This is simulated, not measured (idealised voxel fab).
process module | voxel capacitor over wiring
cross-section cut | 195 nm wide | cells 5 nm
A cross-section is a grid of square cells, given in bands from the top down. A band is one or more rows of cells.
Each band's line starts with the height of the band's top and of its bottom, in nm. Then come its materials from left to right, each with its width in nm. One material with "throughout" fills the band from edge to edge. "air" is empty space.
Height 0 is the level under which the wafer as received is all one material. The lowest band goes on downwards, as in "0 down".
A width such as "30 to 40" changes by the same amount from each row of cells to the next, from the band's top row to its bottom row.
"no change" after a step means that no cell of the cross-section changed.
closed voids: empty space of 8 cells or more with no open way to the top, each as width x height at its distance from the left edge, in nm
after a step's settings: what the simulator itself notes on the step
overlay nm, on a step with a mask: how far to the right of its planned place the mask lay; to the left if negative
plan
1 op RECEIVE | material Si
2 op CONFORMAL_DEP | material SiO2 | thk nm 15
3 op DIRECTIONAL_DEP | material TiN | thk nm 5
4 op DIRECTIONAL_DEP | material W | thk nm 25
5 op MASKED_ETCH | tone cover | mask id METAL_1 | width nm 25 | pitch nm 80 | etch materials W | depth nm 25 | overlay nm 0
6 op MASKED_ETCH | tone cover | mask id METAL_1 | width nm 25 | pitch nm 80 | etch materials TiN | depth nm 5 | overlay nm 0
7 op FILL_DEP | material SiO2 | thk nm 10
8 op CMP | height nm 45
9 op CONFORMAL_DEP | material SiCN | thk nm 5
10 op DIRECTIONAL_DEP | material SiO2 | thk nm 20
11 op PATTERN | tone open | mask id PLUG_1 | material resist | width nm 15 | thk nm 20 | overlay nm 0
12 op DIRECTIONAL_ETCH | etch materials SiO2 | depth nm 20
13 op DIRECTIONAL_ETCH | etch materials SiCN | depth nm 5
14 op STRIP | etch materials resist
15 op EPI | material Ru | thk nm 10
16 op EPI | material Ru | thk nm 10
17 op EPI | material Ru | thk nm 5
18 op DIRECTIONAL_DEP | material TiN | thk nm 10
19 op DIRECTIONAL_DEP | material Al2O3 | thk nm 5
20 op DIRECTIONAL_DEP | material TiN | thk nm 5
21 op PATTERN | tone cover | mask id UPPER_PLATE | material resist | width nm 60 | thk nm 15 | overlay nm 0
22 op DIRECTIONAL_ETCH | etch materials TiN | depth nm 5
23 op DIRECTIONAL_ETCH | etch materials Al2O3 | depth nm 5
24 op STRIP | etch materials resist
25 op MASKED_ETCH | tone cover | mask id LOWER_PLATE | width nm 70 | etch materials TiN | depth nm 10 | overlay nm 0
26 op FILL_DEP | material SiO2 | thk nm 15
27 op CMP | height nm 100
28 op PATTERN | tone open | mask id PLUG_2 | material resist | width nm 15 | thk nm 15 | overlay nm 0
29 op DIRECTIONAL_ETCH | etch materials SiO2 | depth nm 10
30 op STRIP | etch materials resist
31 op CONFORMAL_DEP | material TiN | thk nm 5
32 op FILL_DEP | material Ru | thk nm 10
33 op CMP | height nm 100
34 op CONFORMAL_DEP | material SiCN | thk nm 5
as received, after step 1
  0 down: Si throughout
  closed voids: none
first wafer at the end, as planned
  105 to 100: SiCN throughout
  100 to 95: SiO2 65 | TiN 5 | Ru 5 | TiN 5 | SiO2 115
  95 to 85: SiO2 65 to 55 | TiN 15 to 60 | SiO2 115 to 80
  85 to 80: SiO2 55 | Al2O3 60 | SiO2 80
  80 to 70: SiO2 50 | TiN 70 | SiO2 75
  70 to 50: SiO2 55 | Ru 15 | SiO2 125
  50 to 45: SiCN 55 | Ru 15 | SiCN 125
  45 to 20: SiO2 45 | W 25 | SiO2 55 | W 25 | SiO2 45
  20 to 15: SiO2 45 | TiN 25 | SiO2 55 | TiN 25 | SiO2 45
  15 to 0: SiO2 throughout
  0 down: Si throughout
  closed voids: none
second wafer at the end: like start, like plan, one mistake
  105 to 100: SiCN throughout
  100 to 95: SiO2 65 | TiN 5 | Ru 5 | TiN 5 | SiO2 115
  95 to 90: SiO2 65 | TiN 15 | SiO2 115
  90 to 85: SiO2 throughout
  85 to 80: SiO2 55 | TiN 60 | SiO2 80
  80 to 70: SiO2 50 | TiN 70 | SiO2 75
  70 to 50: SiO2 55 | Ru 15 | SiO2 125
  50 to 45: SiCN 55 | Ru 15 | SiCN 125
  45 to 20: SiO2 45 | W 25 | SiO2 55 | W 25 | SiO2 45
  20 to 15: SiO2 45 | TiN 25 | SiO2 55 | TiN 25 | SiO2 45
  15 to 0: SiO2 throughout
  0 down: Si throughout
  closed voids: none
what went wrong: step 19 was left out
at the end the second wafer has, in cells: 12 fewer of Al2O3 | 12 more of SiO2
